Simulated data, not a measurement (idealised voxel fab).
The process module that follows is named voxel spacer lines.
The cross-section shown here is cut; it is 180 nm wide and divided into square cells measuring 5 nm on a side.
Think of the cross-section as a grid of square cells. We describe it in bands, top to bottom, and each band covers one or more rows of those cells. The entry gives the band's vertical extent as a top height and a bottom height in nm, then its horizontal make-up as materials from left to right, each with a width in nm. "empty" stands for empty space; a single material marked "everywhere" fills the band edge to edge. Heights from 0 (as-received wafer is one material below). Bottom band endless downward, as "0 -> down". Top row gets the first number, bottom row gets the second, and each row in between changes by the same step: that is how a band width like "30 to 40" works. "identical to before" (step): cross-section cells unchanged, all of them. Listed in "Sealed cavities": every empty space of 8 or more cells without an open way to the top. Form: width x height at distance, the distance being from the left edge, all in nm. Whatever follows a step's settings on its line is a remark the simulator itself makes about that step. "overlay nm" on a masked step: distance the mask lay right of its planned place, negative for left.

The steps planned for the process are as follows:
1: RECEIVE with material Si
2: CONFORMAL_DEP with material Al2O3, thk nm 5
3: DIRECTIONAL_DEP with material W, thk nm 10
4: DIRECTIONAL_DEP with material aC, thk nm 30
5: PATTERN with tone cover, mask id MANDREL, material resist, width nm 15, pitch nm 50, thk nm 35, overlay nm 0
6: DIRECTIONAL_ETCH with etch materials aC, depth nm 30
7: STRIP with etch materials resist
8: CONFORMAL_DEP with material SiO2, thk nm 10
9: DIRECTIONAL_ETCH with etch materials SiO2, depth nm 10
10: STRIP with etch materials aC
11: DIRECTIONAL_ETCH with etch materials W, depth nm 10
12: STRIP with etch materials SiO2
13: FILL_DEP with material lowk, thk nm 10
14: CMP with height nm 15

Step 1 complete: cross-section of the wafer as received:
0 -> down  Si everywhere
Sealed cavities: none

Cross-section at module end, one run error; start and plan unchanged from above:
15 -> 10  lowk everywhere
10 -> 0  lowk (20); W (10); lowk (15); W (10); lowk (15); W (10); lowk (15); W (10); lowk (15); W (10); lowk (15); W (10); lowk (25)
0 -> down  Si everywhere
Sealed cavities: none
It is concluded that the wafer was processed incorrectly with respect to the plan, in that step 2 was dropped from the plan's execution and never run
